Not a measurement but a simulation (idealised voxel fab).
This section sets out a process module, namely voxel capacitor over wiring.
Each square cell in cross-section cut measures 5 nm, and the section as a whole is 175 nm wide.
Cross-section format: a grid of square cells, given as bands from top to bottom; each band is one or more rows of cells.
Band entry format. Leading values: height of top, height of bottom, nm. Remainder: materials in left-to-right order, each with its width in nm. Special words: "all across" on a single material, which then fills the band edge to edge; "air", empty space.
Height 0 is the level under which the wafer as received is all one material. The lowest band goes on downwards, as in "0 and below".
Per-row width for "30->40": begins at first number (top row of band), ends at second number (bottom row), increment between rows held constant.
No cell of the cross-section changed in a step that is given as "nothing altered".
So "Completely enclosed voids" is basically the list of trapped voids: any empty space of 8 cells or more that can't reach the top through an opening. They're written width x height at distance, the distance being from the left edge, and it's all nm.
It should be noted that, on the line of a given step, the content following the step's settings is a remark produced by the simulator itself with respect to that step.
If you see "overlay nm" on a step's line and that step has a mask, it's telling you how far right of where it was planned the mask ended up; a negative number means it went left instead.

# Intended process steps
step 1: RECEIVE [material Si]
step 2: CONFORMAL_DEP [material SiO2] [thk nm 10]
step 3: DIRECTIONAL_DEP [material TiN] [thk nm 5]
step 4: DIRECTIONAL_DEP [material Ru] [thk nm 20]
step 5: DIRECTIONAL_DEP [material aC] [thk nm 15]
step 6: PATTERN [tone cover] [mask id METAL_1] [material resist] [width nm 25] [pitch nm 75] [thk nm 30] [overlay nm 0]
step 7: DIRECTIONAL_ETCH [etch materials aC] [depth nm 15]
step 8: STRIP [etch materials resist]
step 9: DIRECTIONAL_ETCH [etch materials Ru] [depth nm 20]
step 10: DIRECTIONAL_ETCH [etch materials TiN] [depth nm 5]
step 11: STRIP [etch materials aC]
step 12: FILL_DEP [material lowk] [thk nm 10]
step 13: CMP [height nm 35]
step 14: CONFORMAL_DEP [material SiCN] [thk nm 5]
step 15: DIRECTIONAL_DEP [material SiO2] [thk nm 20]
step 16: DIRECTIONAL_DEP [material aC] [thk nm 10]
step 17: PATTERN [tone open] [mask id PLUG_1] [material resist] [width nm 15] [thk nm 25] [overlay nm 0]
step 18: DIRECTIONAL_ETCH [etch materials aC] [depth nm 10]
step 19: STRIP [etch materials resist]
step 20: DIRECTIONAL_ETCH [etch materials SiO2] [depth nm 20]
step 21: DIRECTIONAL_ETCH [etch materials SiCN] [depth nm 5]
step 22: STRIP [etch materials aC]
step 23: EPI [material Ru] [thk nm 10]
step 24: EPI [material Ru] [thk nm 10]
step 25: EPI [material Ru] [thk nm 5]
step 26: DIRECTIONAL_DEP [material TiN] [thk nm 10]
step 27: DIRECTIONAL_DEP [material SiN] [thk nm 5]
step 28: DIRECTIONAL_DEP [material TiN] [thk nm 5]
step 29: PATTERN [tone cover] [mask id UPPER_PLATE] [material resist] [width nm 55] [thk nm 15] [overlay nm 0]
step 30: DIRECTIONAL_ETCH [etch materials TiN] [depth nm 5]
step 31: DIRECTIONAL_ETCH [etch materials SiN] [depth nm 5]
step 32: STRIP [etch materials resist]
step 33: MASKED_ETCH [tone cover] [mask id LOWER_PLATE] [width nm 65] [etch materials TiN] [depth nm 10] [overlay nm 0]
step 34: FILL_DEP [material SiO2] [thk nm 20]
step 35: CMP [height nm 95]
step 36: DIRECTIONAL_DEP [material aC] [thk nm 10]
step 37: PATTERN [tone open] [mask id PLUG_2] [material resist] [width nm 15] [thk nm 30] [overlay nm 0]
step 38: DIRECTIONAL_ETCH [etch materials aC] [depth nm 10]
step 39: STRIP [etch materials resist]
step 40: DIRECTIONAL_ETCH [etch materials SiO2] [depth nm 15]
step 41: STRIP [etch materials aC]
step 42: CONFORMAL_DEP [material TiN] [thk nm 5]
step 43: FILL_DEP [material Cu] [thk nm 5]
step 44: CMP [height nm 95]
step 45: CONFORMAL_DEP [material SiN] [thk nm 5]

# First out of two wafers; run went to plan

# Step 1 complete: cross-section of the wafer as received
> 0 and below  Si all across
> Completely enclosed voids: none

# Cross-section: wafer state after step 2
> 10 down to 0  SiO2 all across
> Rest of section, below 0: as before.

# Cross-section: wafer state after step 3
> 15 down to 10  TiN all across
> Rest of section, below 10: as before.

# Cross-section: wafer state after step 4
> 35 down to 15  Ru all across
> Rest of section, below 15: as before.

# Cross-section: wafer state after step 5
> 50 down to 35  aC all across
> Rest of section, below 35: as before.

# Cross-section: wafer state after step 6
> 80 down to 50  air 35 / resist 25 / air 50 / resist 25 / air 40
> Rest of section, below 50: as before.

# Cross-section: wafer state after step 7
> 65 down to 50  air 35 / resist 25 / air 50 / resist 25 / air 40
> 50 down to 35  air 35 / aC 25 / air 50 / aC 25 / air 40
> Rest of section, below 35: as before.

# Cross-section: wafer state after step 8
> 50 down to 35  air 35 / aC 25 / air 50 / aC 25 / air 40
> Rest of section, below 35: as before.

# Cross-section: wafer state after step 9
> 50 down to 35  air 35 / aC 25 / air 50 / aC 25 / air 40
> 35 down to 15  air 35 / Ru 25 / air 50 / Ru 25 / air 40
> Rest of section, below 15: as before.

# Cross-section: wafer state after step 10
> 50 down to 35  air 35 / aC 25 / air 50 / aC 25 / air 40
> 35 down to 15  air 35 / Ru 25 / air 50 / Ru 25 / air 40
> 15 down to 10  air 35 / TiN 25 / air 50 / TiN 25 / air 40
> Rest of section, below 10: as before.

# Cross-section: wafer state after step 11
> 35 down to 15  air 35 / Ru 25 / air 50 / Ru 25 / air 40
> Rest of section, below 15: as before.

# Cross-section: wafer state after step 12
> 45 down to 35  lowk all across
> 35 down to 15  lowk 35 / Ru 25 / lowk 50 / Ru 25 / lowk 40
> 15 down to 10  lowk 35 / TiN 25 / lowk 50 / TiN 25 / lowk 40
> Rest of section, below 10: as before.

# Cross-section: wafer state after step 13
> 35 down to 15  lowk 35 / Ru 25 / lowk 50 / Ru 25 / lowk 40
> Rest of section, below 15: as before.

# Cross-section: wafer state after step 14
> 40 down to 35  SiCN all across
> Rest of section, below 35: as before.

# Cross-section: wafer state after step 15
> 60 down to 40  SiO2 all across
> Rest of section, below 40: as before.

# Cross-section: wafer state after step 16
> 70 down to 60  aC all across
> Rest of section, below 60: as before.

# Cross-section: wafer state after step 17
> 95 down to 70  resist 45 / air 15 / resist 115
> Rest of section, below 70: as before.

# Cross-section: wafer state after step 18
> 85 down to 70  resist 45 / air 15 / resist 115
> 70 down to 60  aC 45 / air 15 / aC 115
> Rest of section, below 60: as before.

# Cross-section: wafer state after step 19
> 70 down to 60  aC 45 / air 15 / aC 115
> Rest of section, below 60: as before.

# Cross-section: wafer state after step 20
> 70 down to 60  aC 45 / air 15 / aC 115
> 60 down to 40  SiO2 45 / air 15 / SiO2 115
> Rest of section, below 40: as before.

# Cross-section: wafer state after step 21
> 70 down to 60  aC 45 / air 15 / aC 115
> 60 down to 40  SiO2 45 / air 15 / SiO2 115
> 40 down to 35  SiCN 45 / air 15 / SiCN 115
> Rest of section, below 35: as before.

# Cross-section: wafer state after step 22
> 60 down to 40  SiO2 45 / air 15 / SiO2 115
> Rest of section, below 40: as before.

# Cross-section: wafer state after step 23
> 60 down to 45  SiO2 45 / air 15 / SiO2 115
> 45 down to 40  SiO2 45 / Ru 15 / SiO2 115
> 40 down to 35  SiCN 45 / Ru 15 / SiCN 115
> Rest of section, below 35: as before.

# Cross-section: wafer state after step 24
> 60 down to 55  SiO2 45 / air 15 / SiO2 115
> 55 down to 40  SiO2 45 / Ru 15 / SiO2 115
> Rest of section, below 40: as before.

# Cross-section: wafer state after step 25
> 60 down to 40  SiO2 45 / Ru 15 / SiO2 115
> Rest of section, below 40: as before.

# Cross-section: wafer state after step 26
> 70 down to 60  TiN all across
> Rest of section, below 60: as before.

# Cross-section: wafer state after step 27
> 75 down to 70  SiN all across
> Rest of section, below 70: as before.

# Cross-section: wafer state after step 28
> 80 down to 75  TiN all across
> Rest of section, below 75: as before.

# Cross-section: wafer state after step 29
> 95 down to 80  air 45 / resist 55 / air 75
> Rest of section, below 80: as before.

# Cross-section: wafer state after step 30
> 95 down to 80  air 45 / resist 55 / air 75
> 80 down to 75  air 45 / TiN 55 / air 75
> Rest of section, below 75: as before.

# Cross-section: wafer state after step 31
> 95 down to 80  air 45 / resist 55 / air 75
> 80 down to 75  air 45 / TiN 55 / air 75
> 75 down to 70  air 45 / SiN 55 / air 75
> Rest of section, below 70: as before.

# Cross-section: wafer state after step 32
> 80 down to 75  air 45 / TiN 55 / air 75
> Rest of section, below 75: as before.

# Cross-section: wafer state after step 33
> 80 down to 75  air 45 / TiN 55 / air 75
> 75 down to 70  air 45 / SiN 55 / air 75
> 70 down to 60  air 40 / TiN 65 / air 70
> Rest of section, below 60: as before.

# Cross-section: wafer state after step 34
> 100 down to 80  SiO2 all across
> 80 down to 75  SiO2 45 / TiN 55 / SiO2 75
> 75 down to 70  SiO2 45 / SiN 55 / SiO2 75
> 70 down to 60  SiO2 40 / TiN 65 / SiO2 70
> Rest of section, below 60: as before.

# Cross-section: wafer state after step 35
> 95 down to 80  SiO2 all across
> Rest of section, below 80: as before.

# Cross-section: wafer state after step 36
> 105 down to 95  aC all across
> Rest of section, below 95: as before.

# Cross-section: wafer state after step 37
> 135 down to 105  resist 55 / air 15 / resist 105
> Rest of section, below 105: as before.

# Cross-section: wafer state after step 38
> 125 down to 105  resist 55 / air 15 / resist 105
> 105 down to 95  aC 55 / air 15 / aC 105
> Rest of section, below 95: as before.

# Cross-section: wafer state after step 39
> 105 down to 95  aC 55 / air 15 / aC 105
> Rest of section, below 95: as before.

# Cross-section: wafer state after step 40
> 105 down to 95  aC 55 / air 15 / aC 105
> 95 down to 80  SiO2 55 / air 15 / SiO2 105
> Rest of section, below 80: as before.

# Cross-section: wafer state after step 41
> 95 down to 80  SiO2 55 / air 15 / SiO2 105
> Rest of section, below 80: as before.

# Cross-section: wafer state after step 42
> 100 down to 95  TiN 60 / air 5 / TiN 110
> 95 down to 85  SiO2 55 / TiN 5 / air 5 / TiN 5 / SiO2 105
> 85 down to 75  SiO2 55->45 / TiN 15->55 / SiO2 105->75
> Rest of section, below 75: as before.

# Cross-section: wafer state after step 43
> 105 down to 100  Cu all across
> 100 down to 95  TiN 60 / Cu 5 / TiN 110
> 95 down to 85  SiO2 55 / TiN 5 / Cu 5 / TiN 5 / SiO2 105
> Rest of section, below 85: as before.

# Cross-section: wafer state after step 44
> 95 down to 85  SiO2 55 / TiN 5 / Cu 5 / TiN 5 / SiO2 105
> Rest of section, below 85: as before.

# Cross-section: wafer state after step 45
> 100 down to 95  SiN all across
> Rest of section, below 95: as before.

# Wafer two. Identical start, identical plan. One mistake in execution. Identical history through step 14

# Second wafer shown in cross-section at the time step 15 was slated to end
> 80 down to 40  SiO2 all across
> Rest of section, below 40: as before.

# Second wafer shown in cross-section at the time step 16 was slated to end
> 90 down to 80  aC all across
> Rest of section, below 80: as before.

# Second wafer shown in cross-section at the time step 17 was slated to end
> 115 down to 90  resist 45 / air 15 / resist 115
> Rest of section, below 90: as before.

# Second wafer shown in cross-section at the time step 18 was slated to end
> 105 down to 90  resist 45 / air 15 / resist 115
> 90 down to 80  aC 45 / air 15 / aC 115
> Rest of section, below 80: as before.

# Second wafer shown in cross-section at the time step 19 was slated to end
> 90 down to 80  aC 45 / air 15 / aC 115
> Rest of section, below 80: as before.

# Second wafer shown in cross-section at the time step 20 was slated to end
> 90 down to 80  aC 45 / air 15 / aC 115
> 80 down to 60  SiO2 45 / air 15 / SiO2 115
> Rest of section, below 60: as before.

Second wafer shown in cross-section at the time step 21 was slated to end: nothing altered

# Second wafer shown in cross-section at the time step 22 was slated to end
> 80 down to 60  SiO2 45 / air 15 / SiO2 115
> Rest of section, below 60: as before.

Second wafer shown in cross-section at the time step 23 was slated to end: nothing altered

Second wafer shown in cross-section at the time step 24 was slated to end: nothing altered

Second wafer shown in cross-section at the time step 25 was slated to end: nothing altered

# Second wafer shown in cross-section at the time step 26 was slated to end
> 90 down to 80  TiN 45 / air 15 / TiN 115
> 80 down to 70  SiO2 45 / air 15 / SiO2 115
> 70 down to 60  SiO2 45 / TiN 15 / SiO2 115
> Rest of section, below 60: as before.

# Second wafer shown in cross-section at the time step 27 was slated to end
> 95 down to 90  SiN 45 / air 15 / SiN 115
> 90 down to 80  TiN 45 / air 15 / TiN 115
> 80 down to 75  SiO2 45 / air 15 / SiO2 115
> 75 down to 70  SiO2 45 / SiN 15 / SiO2 115
> Rest of section, below 70: as before.

# Second wafer shown in cross-section at the time step 28 was slated to end
> 100 down to 95  TiN 45 / air 15 / TiN 115
> 95 down to 90  SiN 45 / air 15 / SiN 115
> 90 down to 80  TiN 45 / air 15 / TiN 115
> 80 down to 75  SiO2 45 / TiN 15 / SiO2 115
> Rest of section, below 75: as before.

# Second wafer shown in cross-section at the time step 29 was slated to end
> 115 down to 100  air 45 / resist 55 / air 75
> 100 down to 95  TiN 45 / resist 15 / TiN 115
> 95 down to 90  SiN 45 / resist 15 / SiN 115
> 90 down to 80  TiN 45 / resist 15 / TiN 115
> Rest of section, below 80: as before.

# Second wafer shown in cross-section at the time step 30 was slated to end
> 115 down to 100  air 45 / resist 55 / air 75
> 100 down to 95  air 45 / resist 15 / TiN 40 / air 75
> Rest of section, below 95: as before.

# Second wafer shown in cross-section at the time step 31 was slated to end
> 115 down to 100  air 45 / resist 55 / air 75
> 100 down to 95  air 45 / resist 15 / TiN 40 / air 75
> 95 down to 90  air 45 / resist 15 / SiN 40 / air 75
> Rest of section, below 90: as before.

# Second wafer shown in cross-section at the time step 32 was slated to end
> 100 down to 95  air 60 / TiN 40 / air 75
> 95 down to 90  air 60 / SiN 40 / air 75
> 90 down to 80  TiN 45 / air 15 / TiN 115
> Rest of section, below 80: as before.

# Second wafer shown in cross-section at the time step 33 was slated to end
> 100 down to 95  air 60 / TiN 40 / air 75
> 95 down to 90  air 60 / SiN 40 / air 75
> 90 down to 80  air 40 / TiN 5 / air 15 / TiN 45 / air 70
> Rest of section, below 80: as before.

# Second wafer shown in cross-section at the time step 34 was slated to end
> 120 down to 100  SiO2 all across
> 100 down to 95  SiO2 60 / TiN 40 / SiO2 75
> 95 down to 90  SiO2 60 / SiN 40 / SiO2 75
> 90 down to 80  SiO2 40 / TiN 5 / SiO2 15 / TiN 45 / SiO2 70
> Rest of section, below 80: as before.

# Second wafer shown in cross-section at the time step 35 was slated to end
> 95 down to 90  SiO2 60 / SiN 40 / SiO2 75
> Rest of section, below 90: as before.

# Second wafer shown in cross-section at the time step 36 was slated to end
> 105 down to 95  aC all across
> Rest of section, below 95: as before.

# Second wafer shown in cross-section at the time step 37 was slated to end
> 135 down to 105  resist 55 / air 15 / resist 105
> Rest of section, below 105: as before.

# Second wafer shown in cross-section at the time step 38 was slated to end
> 125 down to 105  resist 55 / air 15 / resist 105
> 105 down to 95  aC 55 / air 15 / aC 105
> Rest of section, below 95: as before.

# Second wafer shown in cross-section at the time step 39 was slated to end
> 105 down to 95  aC 55 / air 15 / aC 105
> Rest of section, below 95: as before.

# Second wafer shown in cross-section at the time step 40 was slated to end
> 105 down to 95  aC 55 / air 15 / aC 105
> 95 down to 90  SiO2 55 / air 5 / SiN 40 / SiO2 75
> 90 down to 80  SiO2 40 / TiN 5 / SiO2 10 / air 5 / TiN 45 / SiO2 70
> Rest of section, below 80: as before.

# Second wafer shown in cross-section at the time step 41 was slated to end
> 95 down to 90  SiO2 55 / air 5 / SiN 40 / SiO2 75
> Rest of section, below 90: as before.

# Second wafer shown in cross-section at the time step 42 was slated to end
> 100 down to 95  TiN all across
> 95 down to 90  SiO2 55 / TiN 5 / SiN 40 / SiO2 75
> 90 down to 80  SiO2 40 / TiN 5 / SiO2 10 / TiN 50 / SiO2 70
> Rest of section, below 80: as before.

# Second wafer shown in cross-section at the time step 43 was slated to end
> 105 down to 100  Cu all across
> Rest of section, below 100: as before.

# Second wafer shown in cross-section at the time step 44 was slated to end
> 95 down to 90  SiO2 55 / TiN 5 / SiN 40 / SiO2 75
> Rest of section, below 90: as before.

# Second wafer shown in cross-section at the time step 45 was slated to end
> 100 down to 95  SiN all across
> Rest of section, below 95: as before.
Short version of what went wrong: plan step 15 was twice executed
It is noted that, at the conclusion of processing, the second wafer exhibits a higher or lower cell count for certain materials relative to the first: Cu -2, Ru -15, SiCN +3, SiO2 +26, TiN -12
